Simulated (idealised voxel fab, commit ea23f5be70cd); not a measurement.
process module | voxel capacitor over wiring
cross-section cut | 240 nm wide | cells 5 nm
A cross-section is a grid of square cells, given in bands from the top down. A band is one or more rows of cells.
Each band's line starts with the height of the band's top and of its bottom, in nm. Then come its materials from left to right, each with its width in nm. One material with "throughout" fills the band from edge to edge. "air" is empty space.
Height 0 is the level under which the wafer as received is all one material. The lowest band goes on downwards, as in "0 down".
A width such as "30 to 40" changes by the same amount from each row of cells to the next, from the band's top row to its bottom row.
"no change" after a step means that no cell of the cross-section changed.
closed voids: empty space of 8 cells or more with no open way to the top, each as width x height at its distance from the left edge, in nm
after a step's settings: what the simulator itself notes on the step
overlay nm, on a step with a mask: how far to the right of its planned place the mask lay; to the left if negative
plan
1 op RECEIVE | material Si
2 op CONFORMAL_DEP | material SiO2 | thk nm 10
3 op CONFORMAL_DEP | material SiCN | thk nm 5
4 op DIRECTIONAL_DEP | material SiO2 | thk nm 15
5 op DIRECTIONAL_DEP | material aC | thk nm 10
6 op PATTERN | tone open | mask id METAL_1 | material resist | width nm 20 | pitch nm 80 | thk nm 30 | overlay nm 0
7 op DIRECTIONAL_ETCH | etch materials aC | depth nm 10
8 op STRIP | etch materials resist
9 op DIRECTIONAL_ETCH | etch materials SiO2 | depth nm 15
10 op DIRECTIONAL_ETCH | etch materials SiCN | depth nm 5
11 op STRIP | etch materials aC
12 op CONFORMAL_DEP | material TiN | thk nm 5
13 op FILL_DEP | material W | thk nm 10
14 op CMP | height nm 30
15 op EPI | material Ru | thk nm 5
16 op FILL_DEP | material SiCN | thk nm 5
17 op DIRECTIONAL_DEP | material lowk | thk nm 15
18 op MASKED_ETCH | tone open | mask id PLUG_1 | width nm 15 | etch materials lowk | depth nm 15 | overlay nm 0
19 op MASKED_ETCH | tone open | mask id PLUG_1 | width nm 15 | etch materials SiCN | depth nm 5 | overlay nm 0
20 op CONFORMAL_DEP | material TiN | thk nm 5
21 op FILL_DEP | material Ru | thk nm 5
22 op CMP | height nm 55
23 op DIRECTIONAL_DEP | material TiN | thk nm 5
24 op DIRECTIONAL_DEP | material SiN | thk nm 5
25 op DIRECTIONAL_DEP | material TiN | thk nm 5
26 op MASKED_ETCH | tone cover | mask id UPPER_PLATE | width nm 65 | etch materials TiN | depth nm 5 | overlay nm 0
27 op MASKED_ETCH | tone cover | mask id UPPER_PLATE | width nm 65 | etch materials SiN | depth nm 5 | overlay nm 0
28 op DIRECTIONAL_DEP | material aC | thk nm 15
29 op PATTERN | tone cover | mask id LOWER_PLATE | material resist | width nm 75 | thk nm 30 | overlay nm 0
30 op DIRECTIONAL_ETCH | etch materials aC | depth nm 15
31 op STRIP | etch materials resist
32 op DIRECTIONAL_ETCH | etch materials TiN | depth nm 5
33 op STRIP | etch materials aC
34 op FILL_DEP | material SiO2 | thk nm 20
35 op CMP | height nm 85
36 op PATTERN | tone open | mask id PLUG_2 | material resist | width nm 15 | thk nm 15 | overlay nm 0
37 op DIRECTIONAL_ETCH | etch materials SiO2 | depth nm 15
38 op STRIP | etch materials resist
39 op CONFORMAL_DEP | material TiN | thk nm 5
40 op FILL_DEP | material Cu | thk nm 10
41 op CMP | height nm 85
42 op CONFORMAL_DEP | material SiCN | thk nm 5
as received, after step 1
  0 down: Si throughout
  closed voids: none
first wafer at the end, as planned
  90 to 85: SiCN throughout
  85 to 75: SiO2 85 | TiN 5 | Cu 5 | TiN 5 | SiO2 140
  75 to 65: SiO2 85 to 75 | TiN 15 to 65 | SiO2 140 to 100
  65 to 60: SiO2 75 | SiN 65 | SiO2 100
  60 to 55: SiO2 70 | TiN 75 | SiO2 95
  55 to 40: lowk 75 | TiN 5 | Ru 5 | TiN 5 | lowk 150
  40 to 35: SiCN 75 | TiN 15 | SiCN 150
  35 to 30: SiCN 65 | Ru 30 | SiCN 50 | Ru 30 | SiCN 65
  30 to 15: SiO2 70 | TiN 5 | W 10 | TiN 5 | SiO2 60 | TiN 5 | W 10 | TiN 5 | SiO2 70
  15 to 10: SiCN 70 | TiN 20 | SiCN 60 | TiN 20 | SiCN 70
  10 to 0: SiO2 throughout
  0 down: Si throughout
  closed voids: none
second wafer at the end: like start, like plan, one mistake
  90 to 85: SiCN throughout
  85 to 75: SiO2 85 | TiN 5 | Cu 5 | TiN 5 | SiO2 140
  75 to 65: SiO2 85 to 75 | TiN 15 to 65 | SiO2 140 to 100
  65 to 60: SiO2 75 | SiN 65 | SiO2 100
  60 to 55: SiO2 70 | TiN 75 | SiO2 95
  55 to 50: SiCN 75 | TiN 15 | SiCN 150
  50 to 45: Ru throughout
  45 to 35: W throughout
  35 to 30: TiN 75 | W 10 | TiN 70 | W 10 | TiN 75
  30 to 15: SiO2 70 | TiN 5 | W 10 | TiN 5 | SiO2 60 | TiN 5 | W 10 | TiN 5 | SiO2 70
  15 to 10: SiCN 70 | TiN 20 | SiCN 60 | TiN 20 | SiCN 70
  10 to 0: SiO2 throughout
  0 down: Si throughout
  closed voids: none
what went wrong: step 14 was left out
at the end the second wafer has, in cells: 33 more of Ru | 36 fewer of SiCN | 38 more of TiN | 100 more of W | 135 fewer of lowk
